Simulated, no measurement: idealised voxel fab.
The name of this process module is voxel self aligned vias.
This is section cut - it's 235 nm across, gridded in 5 nm square cells.
Square cells in a grid make up a cross-section in this document, and the grid is given as bands, listed from the top down, each one or more rows of cells.
Heights first: top, then bottom, in nm. Then materials, left to right, each with a width in nm. "edge to edge" on a single material: fills the band edge to edge. "empty": empty space.
Convention: height 0 is the level below which the wafer, as received, is all one material. The lowest band does not terminate at the bottom but continues downward, represented as "0 -> down".
The notation "30..40" denotes a width that varies across the rows of cells in the band, beginning at the first number in the top row, finishing at the second number in the bottom row, and changing by an identical amount from each row to the next.
No cell of the cross-section changed in a step that is given as "everything unchanged".
"Closed internal cavities" lists enclosed empty spaces (at least 8 cells, no open path upward to the top), each as width x height at distance from the left edge, in nm.
Whatever follows a step's settings on its line is a remark the simulator itself makes about that step.
If you see "overlay nm" on a step's line and that step has a mask, it's telling you how far right of where it was planned the mask ended up; a negative number means it went left instead.
**Here's what the planned process steps look like**
1: RECEIVE, material Si
2: CONFORMAL_DEP, material SiO2, thk nm 10
3: CONFORMAL_DEP, material SiCN, thk nm 5
4: DIRECTIONAL_DEP, material lowk, thk nm 20
5: PATTERN, tone open, mask id LINES, material resist, width nm 25, pitch nm 65, thk nm 15, overlay nm 0
6: DIRECTIONAL_ETCH, etch materials lowk, depth nm 20
7: STRIP, etch materials resist
8: CONFORMAL_DEP, material TiN, thk nm 5
9: FILL_DEP, material Ru, thk nm 5
10: CMP, height nm 35
11: SELECTIVE_ETCH, etch materials W Ru TiN, depth nm 10
12: FILL_DEP, material SiN, thk nm 10
13: CMP, height nm 35
14: DIRECTIONAL_DEP, material lowk, thk nm 20
15: DIRECTIONAL_DEP, material aC, thk nm 10
16: PATTERN, tone open, mask id VIAS, material resist, width nm 35, thk nm 30, overlay nm 0
17: DIRECTIONAL_ETCH, etch materials aC, depth nm 10
18: STRIP, etch materials resist
19: DIRECTIONAL_ETCH, etch materials lowk, depth nm 20
20: DIRECTIONAL_ETCH, etch materials SiN, depth nm 10
21: STRIP, etch materials aC
22: CONFORMAL_DEP, material TiN, thk nm 5
23: FILL_DEP, material W, thk nm 10
24: CMP, height nm 55
25: CONFORMAL_DEP, material SiN, thk nm 5
**Wafer, first of two, run as planned**
**As-received wafer cross-section (after step 1)**
0 -> down: Si edge to edge
Closed internal cavities: none
**Cross-section of the wafer after step 2**
10 -> 0: SiO2 edge to edge
All layers under 0 are left as they were.
**Cross-section of the wafer after step 3**
15 -> 10: SiCN edge to edge
All layers under 10 are left as they were.
**Cross-section of the wafer after step 4**
35 -> 15: lowk edge to edge
All layers under 15 are left as they were.
**Cross-section of the wafer after step 5**
50 -> 35: 70 resist; 25 empty; 40 resist; 25 empty; 75 resist
All layers under 35 are left as they were.
**Cross-section of the wafer after step 6**
50 -> 35: 70 resist; 25 empty; 40 resist; 25 empty; 75 resist
35 -> 15: 70 lowk; 25 empty; 40 lowk; 25 empty; 75 lowk
All layers under 15 are left as they were.
**Cross-section of the wafer after step 7**
35 -> 15: 70 lowk; 25 empty; 40 lowk; 25 empty; 75 lowk
All layers under 15 are left as they were.
**Cross-section of the wafer after step 8**
40 -> 35: 75 TiN; 15 empty; 50 TiN; 15 empty; 80 TiN
35 -> 20: 70 lowk; 5 TiN; 15 empty; 5 TiN; 40 lowk; 5 TiN; 15 empty; 5 TiN; 75 lowk
20 -> 15: 70 lowk; 25 TiN; 40 lowk; 25 TiN; 75 lowk
All layers under 15 are left as they were.
**Cross-section of the wafer after step 9**
45 -> 40: Ru edge to edge
40 -> 35: 75 TiN; 15 Ru; 50 TiN; 15 Ru; 80 TiN
35 -> 20: 70 lowk; 5 TiN; 15 Ru; 5 TiN; 40 lowk; 5 TiN; 15 Ru; 5 TiN; 75 lowk
All layers under 20 are left as they were.
**Cross-section of the wafer after step 10**
35 -> 20: 70 lowk; 5 TiN; 15 Ru; 5 TiN; 40 lowk; 5 TiN; 15 Ru; 5 TiN; 75 lowk
All layers under 20 are left as they were.
**Cross-section of the wafer after step 11**
35 -> 25: 70 lowk; 25 empty; 40 lowk; 25 empty; 75 lowk
All layers under 25 are left as they were.
**Cross-section of the wafer after step 12**
45 -> 35: SiN edge to edge
35 -> 25: 70 lowk; 25 SiN; 40 lowk; 25 SiN; 75 lowk
All layers under 25 are left as they were.
**Cross-section of the wafer after step 13**
35 -> 25: 70 lowk; 25 SiN; 40 lowk; 25 SiN; 75 lowk
All layers under 25 are left as they were.
**Cross-section of the wafer after step 14**
55 -> 35: lowk edge to edge
All layers under 35 are left as they were.
**Cross-section of the wafer after step 15**
65 -> 55: aC edge to edge
All layers under 55 are left as they were.
**Cross-section of the wafer after step 16**
95 -> 65: 65 resist; 35 empty; 135 resist
All layers under 65 are left as they were.
**Cross-section of the wafer after step 17**
85 -> 65: 65 resist; 35 empty; 135 resist
65 -> 55: 65 aC; 35 empty; 135 aC
All layers under 55 are left as they were.
**Cross-section of the wafer after step 18**
65 -> 55: 65 aC; 35 empty; 135 aC
All layers under 55 are left as they were.
**Cross-section of the wafer after step 19**
65 -> 55: 65 aC; 35 empty; 135 aC
55 -> 35: 65 lowk; 35 empty; 135 lowk
All layers under 35 are left as they were.
**Cross-section of the wafer after step 20**
65 -> 55: 65 aC; 35 empty; 135 aC
55 -> 35: 65 lowk; 35 empty; 135 lowk
35 -> 25: 70 lowk; 25 empty; 40 lowk; 25 SiN; 75 lowk
All layers under 25 are left as they were.
**Cross-section of the wafer after step 21**
55 -> 35: 65 lowk; 35 empty; 135 lowk
All layers under 35 are left as they were.
**Cross-section of the wafer after step 22**
60 -> 55: 70 TiN; 25 empty; 140 TiN
55 -> 40: 65 lowk; 5 TiN; 25 empty; 5 TiN; 135 lowk
40 -> 35: 65 lowk; 10 TiN; 15 empty; 10 TiN; 135 lowk
35 -> 30: 70 lowk; 5 TiN; 15 empty; 5 TiN; 40 lowk; 25 SiN; 75 lowk
30 -> 25: 70 lowk; 25 TiN; 40 lowk; 25 SiN; 75 lowk
All layers under 25 are left as they were.
**Cross-section of the wafer after step 23**
70 -> 60: W edge to edge
60 -> 55: 70 TiN; 25 W; 140 TiN
55 -> 40: 65 lowk; 5 TiN; 25 W; 5 TiN; 135 lowk
40 -> 35: 65 lowk; 10 TiN; 15 W; 10 TiN; 135 lowk
35 -> 30: 70 lowk; 5 TiN; 15 W; 5 TiN; 40 lowk; 25 SiN; 75 lowk
All layers under 30 are left as they were.
**Cross-section of the wafer after step 24**
55 -> 40: 65 lowk; 5 TiN; 25 W; 5 TiN; 135 lowk
All layers under 40 are left as they were.
**Cross-section of the wafer after step 25**
60 -> 55: SiN edge to edge
All layers under 55 are left as they were.
**Second Wafer (Identical Start and Plan, One Processing Error; Matches First Wafer Through Step 18)**
**Here is the second wafer in cross-section at the point where step 19 of the plan should have been done**
65 -> 55: 65 aC; 35 empty; 135 aC
55 -> 35: 65 lowk; 35 empty; 135 lowk
35 -> 25: 65 lowk; 5 empty; 25 SiN; 5 empty; 35 lowk; 25 SiN; 75 lowk
25 -> 20: 65 lowk; 5 empty; 5 TiN; 15 Ru; 5 TiN; 5 empty; 35 lowk; 5 TiN; 15 Ru; 5 TiN; 75 lowk
20 -> 15: 65 lowk; 5 empty; 25 TiN; 5 empty; 35 lowk; 25 TiN; 75 lowk
All layers under 15 are left as they were.
**Here is the second wafer in cross-section at the point where step 20 of the plan should have been done**
65 -> 55: 65 aC; 35 empty; 135 aC
55 -> 35: 65 lowk; 35 empty; 135 lowk
35 -> 25: 65 lowk; 35 empty; 35 lowk; 25 SiN; 75 lowk
All layers under 25 are left as they were.
**Here is the second wafer in cross-section at the point where step 21 of the plan should have been done**
55 -> 35: 65 lowk; 35 empty; 135 lowk
All layers under 35 are left as they were.
**Here is the second wafer in cross-section at the point where step 22 of the plan should have been done**
60 -> 55: 70 TiN; 25 empty; 140 TiN
55 -> 35: 65 lowk; 5 TiN; 25 empty; 5 TiN; 135 lowk
35 -> 30: 65 lowk; 5 TiN; 25 empty; 5 TiN; 35 lowk; 25 SiN; 75 lowk
30 -> 25: 65 lowk; 35 TiN; 35 lowk; 25 SiN; 75 lowk
25 -> 20: 65 lowk; 10 TiN; 15 Ru; 10 TiN; 35 lowk; 5 TiN; 15 Ru; 5 TiN; 75 lowk
20 -> 15: 65 lowk; 35 TiN; 35 lowk; 25 TiN; 75 lowk
All layers under 15 are left as they were.
**Here is the second wafer in cross-section at the point where step 23 of the plan should have been done**
70 -> 60: W edge to edge
60 -> 55: 70 TiN; 25 W; 140 TiN
55 -> 35: 65 lowk; 5 TiN; 25 W; 5 TiN; 135 lowk
35 -> 30: 65 lowk; 5 TiN; 25 W; 5 TiN; 35 lowk; 25 SiN; 75 lowk
All layers under 30 are left as they were.
**Here is the second wafer in cross-section at the point where step 24 of the plan should have been done**
55 -> 35: 65 lowk; 5 TiN; 25 W; 5 TiN; 135 lowk
All layers under 35 are left as they were.
**Here is the second wafer in cross-section at the point where step 25 of the plan should have been done**
60 -> 55: SiN edge to edge
All layers under 55 are left as they were.
Misprocessing identified: the plan's step 19 ran twice
End check, counted in cells, second wafer has more or fewer of these materials than the first: TiN: 4 more; W: 4 more; lowk: 8 fewer
